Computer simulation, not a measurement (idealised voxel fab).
Process module in this document: voxel released beams
In the cross-section labelled cut, the width is 215 nm and each square cell is 5 nm.
The cross-sections in this document take the form of a grid made of square cells. They are written out as bands, in order from top to bottom. Each band consists of one or more rows of cells.
Top height, bottom height, nm. Materials left to right, width each, nm. Single material + "full width" = fills band edge to edge. "empty" = empty.
Height is counted from the level 0, under which the received wafer is composed throughout of one material. The lowest of the bands is not closed at the bottom but continues downward, in the notation "from 0 down".
Note: "30->40" means the width goes from the first number (top row of the band) to the second number (bottom row) in equal steps per row of cells.
"remained the same" (step): cross-section cells unchanged, all of them.
"Closed void roster": sealed empty spaces, 8 cells or more, no open way to top, listed width x height at distance, with distance from the left edge and width, height and distance in nm.
That trailing text on a step's line, after the settings, is the simulator's own remark on the step.
The line of a step may include "overlay nm". On a step with a mask, this value is how far to the right of its planned place the mask lay. A negative value means the mask lay to the left.
Intended process steps:
1) RECEIVE (material Si)
2) CONFORMAL_DEP (material SiN; thk nm 10)
3) DIRECTIONAL_DEP (material SiO2; thk nm 15)
4) PATTERN (tone open; mask id ANCHOR; material resist; width nm 45; thk nm 15; overlay nm 0)
5) DIRECTIONAL_ETCH (etch materials SiO2; depth nm 15)
6) STRIP (etch materials resist)
7) CONFORMAL_DEP (material W; thk nm 15)
8) MASKED_ETCH (tone cover; mask id BEAM; width nm 90; etch materials W; depth nm 15; overlay nm 0)
9) STRIP (etch materials SiO2)
Shown in cross-section is the wafer as received, that is, as it stands after step 1:
* from 0 down: Si full width
* Closed void roster: none
Final cross-section, module run with one mistake (start and plan as above):
* from 40 to 25: 80 of SiN, 15 of empty, 120 of SiN
* from 25 to 10: 65 of SiO2, 45 of SiN, 105 of SiO2
* from 10 to 0: SiN full width
* from 0 down: Si full width
* Closed void roster: none
Finding, execution versus plan: step 7 ran differently from the plan; actual operation with settings: CONFORMAL_DEP (material SiN; thk nm 15)
